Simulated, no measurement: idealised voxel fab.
Process module, titled voxel quadruple lines
Section cut is 265 nm wide and gridded with 5 nm square cells.
Think of the cross-section as a grid of square cells. We describe it in bands, top to bottom, and each band covers one or more rows of those cells. Band entry format. Leading values: height of top, height of bottom, nm. Remainder: materials in left-to-right order, each with its width in nm. Special words: "all across" on a single material, which then fills the band edge to edge; "air", empty space. We count height from 0. Below that, the starting wafer is all one material. The lowest band never ends at the bottom but goes on down; see "0..down" for how that is written. Note: "30->40" means the width goes from the first number (top row of the band) to the second number (bottom row) in equal steps per row of cells. When a step is marked "no alterations made", none of the cells in the cross-section changed during that step. "Enclosed void listing" - sealed voids, min. 8 cells, no opening to top; format: width x height at distance (distance from left edge; nm throughout). That trailing text on a step's line, after the settings, is the simulator's own remark on the step. Among the settings permitted on a step's line is "overlay nm"; applied to a step with a mask, it specifies the extent to which the mask lay to the right of its planned position, whereas a negative figure signifies a position to the left.

### Process steps foreseen in the plan
1) RECEIVE [material Si]
2) CONFORMAL_DEP [material Al2O3] [thk nm 5]
3) DIRECTIONAL_DEP [material Ru] [thk nm 15]
4) DIRECTIONAL_DEP [material polySi] [thk nm 20]
5) DIRECTIONAL_DEP [material aC] [thk nm 20]
6) PATTERN [tone cover] [mask id MANDREL] [material resist] [width nm 20] [thk nm 25] [overlay nm 0]
7) DIRECTIONAL_ETCH [etch materials aC] [depth nm 20]
8) STRIP [etch materials resist]
9) CONFORMAL_DEP [material SiO2] [thk nm 10]
10) DIRECTIONAL_ETCH [etch materials SiO2] [depth nm 10]
11) STRIP [etch materials aC]
12) DIRECTIONAL_ETCH [etch materials polySi] [depth nm 20]
13) STRIP [etch materials SiO2]
14) CONFORMAL_DEP [material SiN] [thk nm 5]
15) DIRECTIONAL_ETCH [etch materials SiN] [depth nm 5]
16) STRIP [etch materials polySi]
17) DIRECTIONAL_ETCH [etch materials Ru] [depth nm 15]
18) STRIP [etch materials SiN]

### Cross-section of the wafer upon arrival, representing the state reached after step 1
* 0..down: Si all across
* Enclosed void listing: none

### As-planned run: cross-section of the first of two wafers at end of module
* 20..5: 105 nm air; 5 nm Ru; 10 nm air; 5 nm Ru; 10 nm air; 5 nm Ru; 10 nm air; 5 nm Ru; 110 nm air
* 5..0: Al2O3 all across
* 0..down: Si all across
* Enclosed void listing: none

### Cross-sectional image of the second wafer of the two following completion of the module. Starting state and process plan were the same as for the first wafer; one execution error occurred
* 45..40: 105 nm air; 20 nm aC; 10 nm air; 20 nm aC; 110 nm air
* 40..25: 105 nm air; 5 nm aC; 10 nm polySi; 5 nm aC; 10 nm air; 5 nm aC; 10 nm polySi; 5 nm aC; 110 nm air
* 25..20: 110 nm aC; 10 nm polySi; 20 nm aC; 10 nm polySi; 115 nm aC
* 20..5: Ru all across
* 5..0: Al2O3 all across
* 0..down: Si all across
* Enclosed void listing: none
In executing the process, a mistake was made relative to the plan: in deviation from the planned setting, step 14 was conducted as CONFORMAL_DEP [material aC] [thk nm 5]
The final cell counts differ between the wafers, with the second having more or fewer of some materials than the first: +147 Ru | +69 aC | +16 polySi
